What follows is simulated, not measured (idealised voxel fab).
You're looking at the process module voxel spacer lines.
Shown is cross-section cut, with a width of 225 nm and square cells of size 5 nm.
For the purposes of this document, a cross-section shall be understood as a grid of square cells, specified as bands listed in top-to-bottom order, each band consisting of one or more rows of cells.
Quick guide to a band line: top height, bottom height (nm) up front; then every material left to right with its width in nm. Only one material and it's marked "throughout"? Then it fills the band edge to edge. And "air" just means empty space.
It should be noted that heights are counted from 0, beneath which the wafer as supplied is of one material throughout, and that the lowest band possesses no lower boundary but continues downward, as written in "0..down".
Top row gets the first number, bottom row gets the second, and each row in between changes by the same step: that is how a band width like "30..40" works.
The cross-section has no changed cell in any step marked "nothing was modified".
Sealed-off cavities: empty space of 8 cells or more with no open way to the top, each as width x height at its distance from the left edge, in nm
It should be noted that, on the line of a given step, the content following the step's settings is a remark produced by the simulator itself with respect to that step.
The "overlay nm" setting may appear on a step's line; for a step that uses a mask, it gives how far to the right of its planned position the mask lay, and a negative value indicates the left.
PROCESS STEPS FORESEEN IN THE PLAN
step 1: RECEIVE, material Si
step 2: CONFORMAL_DEP, material Al2O3, thk nm 5
step 3: DIRECTIONAL_DEP, material polySi, thk nm 20
step 4: DIRECTIONAL_DEP, material aC, thk nm 20
step 5: PATTERN, tone cover, mask id MANDREL, material resist, width nm 20, pitch nm 70, thk nm 25, overlay nm -15
step 6: DIRECTIONAL_ETCH, etch materials aC, depth nm 20
step 7: STRIP, etch materials resist
step 8: CONFORMAL_DEP, material SiN, thk nm 15
step 9: DIRECTIONAL_ETCH, etch materials SiN, depth nm 15
step 10: STRIP, etch materials aC
step 11: DIRECTIONAL_ETCH, etch materials polySi, depth nm 20
step 12: STRIP, etch materials SiN
The wafers in this document start out alike and differ in the overlay nm applied at step 5; the plan shows the value used for the first wafer.
THIS IS HOW THE FIRST OF SEVERAL WAFERS LOOKED IN CROSS-SECTION WHEN IT ARRIVED, WHICH IS AFTER STEP 1
	0..down = Si throughout
	Sealed-off cavities: none
WHERE EACH WAFER STANDS AT THE END OF THE MODULE, A ROW APIECE: CELLS OF EACH MATERIAL GAINED (+) OR LOST (-) SINCE IT WAS RECEIVED, THEN CLOSED VOIDS
overlay nm -15, +45 Al2O3, +72 polySi, Sealed-off cavities: none
overlay nm -10, +45 Al2O3, +72 polySi, Sealed-off cavities: none
overlay nm -5, +45 Al2O3, +72 polySi, Sealed-off cavities: none
overlay nm 0, +45 Al2O3, +72 polySi, Sealed-off cavities: none
overlay nm 5, +45 Al2O3, +72 polySi, Sealed-off cavities: none
overlay nm 10, +45 Al2O3, +72 polySi, Sealed-off cavities: none
overlay nm 15, +45 Al2O3, +72 polySi, Sealed-off cavities: none
